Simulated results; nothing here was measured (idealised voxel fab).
process module | voxel released beams
FYI the section here is cut, 240 nm wide, cells are 5 nm squares.
The cross-sections in this document take the form of a grid made of square cells. They are written out as bands, in order from top to bottom. Each band consists of one or more rows of cells.
Heights first: top, then bottom, in nm. Then materials, left to right, each with a width in nm. "everywhere" on a single material: fills the band edge to edge. "air": empty space.
Heights are measured from 0, the level below which the as-received wafer is all one material; the lowest band has no bottom and continues downward, written as in "0 and below".
A two-number width, for instance "30..40", indicates that the width is equal to the first number in the top row of the band and to the second number in the bottom row, and that it changes by a constant amount per row of cells.
"no alterations made" (step): cross-section cells unchanged, all of them.
"Non-vented voids" lists enclosed empty spaces (at least 8 cells, no open path upward to the top), each as width x height at distance from the left edge, in nm.
On a step's line, text after the settings is the simulator commenting on that step.
The setting "overlay nm" may be written on the line of a step. When the step uses a mask, the value reports how far to the right of the planned place the mask lay, and a negative value reports that it lay to the left.
## Process steps (planned)
- 1: RECEIVE,material Si
- 2: CONFORMAL_DEP,material Al2O3,thk nm 5
- 3: DIRECTIONAL_DEP,material SiO2,thk nm 20
- 4: MASKED_ETCH,tone open,mask id ANCHOR,width nm 25,etch materials SiO2,depth nm 20,overlay nm 0
- 5: CONFORMAL_DEP,material polySi,thk nm 10
- 6: MASKED_ETCH,tone cover,mask id BEAM,width nm 110,etch materials polySi,depth nm 10,overlay nm 0
- 7: STRIP,etch materials SiO2
## First of two wafers, processed according to plan
## Cross-section, incoming material, after step 1
- 0 and below: Si everywhere
- Non-vented voids: none
## So this is the wafer cross-section right after step 2
- 5 down to 0: Al2O3 everywhere
- For the remainder of the cross-section, below 0, there is no change.
## So this is the wafer cross-section right after step 3
- 25 down to 5: SiO2 everywhere
- For the remainder of the cross-section, below 5, there is no change.
## So this is the wafer cross-section right after step 4
- 25 down to 5: SiO2=65; air=25; SiO2=150
- For the remainder of the cross-section, below 5, there is no change.
## So this is the wafer cross-section right after step 5
- 35 down to 25: polySi=75; air=5; polySi=160
- 25 down to 15: SiO2=65; polySi=10; air=5; polySi=10; SiO2=150
- 15 down to 5: SiO2=65; polySi=25; SiO2=150
- For the remainder of the cross-section, below 5, there is no change.
## So this is the wafer cross-section right after step 6
- 35 down to 25: air=60; polySi=15; air=5; polySi=90; air=70
- For the remainder of the cross-section, below 25, there is no change.
## So this is the wafer cross-section right after step 7
- 35 down to 25: air=60; polySi=15; air=5; polySi=90; air=70
- 25 down to 15: air=65; polySi=10; air=5; polySi=10; air=150
- 15 down to 5: air=65; polySi=25; air=150
- For the remainder of the cross-section, below 5, there is no change.
## Companion wafer, the second of two: same beginning, same intended sequence, one mistake in carrying it out; through step 1 inclusive it tracks the first exactly
## Second wafer, cut view, end of step 2 per plan
- 5 down to 0: polySi everywhere
- For the remainder of the cross-section, below 0, there is no change.
## Second wafer, cut view, end of step 3 per plan
- 25 down to 5: SiO2 everywhere
- For the remainder of the cross-section, below 5, there is no change.
## Second wafer, cut view, end of step 4 per plan
- 25 down to 5: SiO2=65; air=25; SiO2=150
- For the remainder of the cross-section, below 5, there is no change.
## Second wafer, cut view, end of step 5 per plan
- 35 down to 25: polySi=75; air=5; polySi=160
- 25 down to 15: SiO2=65; polySi=10; air=5; polySi=10; SiO2=150
- 15 down to 5: SiO2=65; polySi=25; SiO2=150
- For the remainder of the cross-section, below 5, there is no change.
## Second wafer, cut view, end of step 6 per plan
- 35 down to 25: air=60; polySi=15; air=5; polySi=90; air=70
- For the remainder of the cross-section, below 25, there is no change.
## Second wafer, cut view, end of step 7 per plan
- 35 down to 25: air=60; polySi=15; air=5; polySi=90; air=70
- 25 down to 15: air=65; polySi=10; air=5; polySi=10; air=150
- 15 down to 5: air=65; polySi=25; air=150
- For the remainder of the cross-section, below 5, there is no change.
In executing the process, a mistake was made relative to the plan: the process deviated at step 2: the operation and settings actually run there were CONFORMAL_DEP,material polySi,thk nm 5
Looking at both finished wafers in cells, the second ends up ahead of or behind the first on some materials: Al2O3: 48 fewer, polySi: 48 more
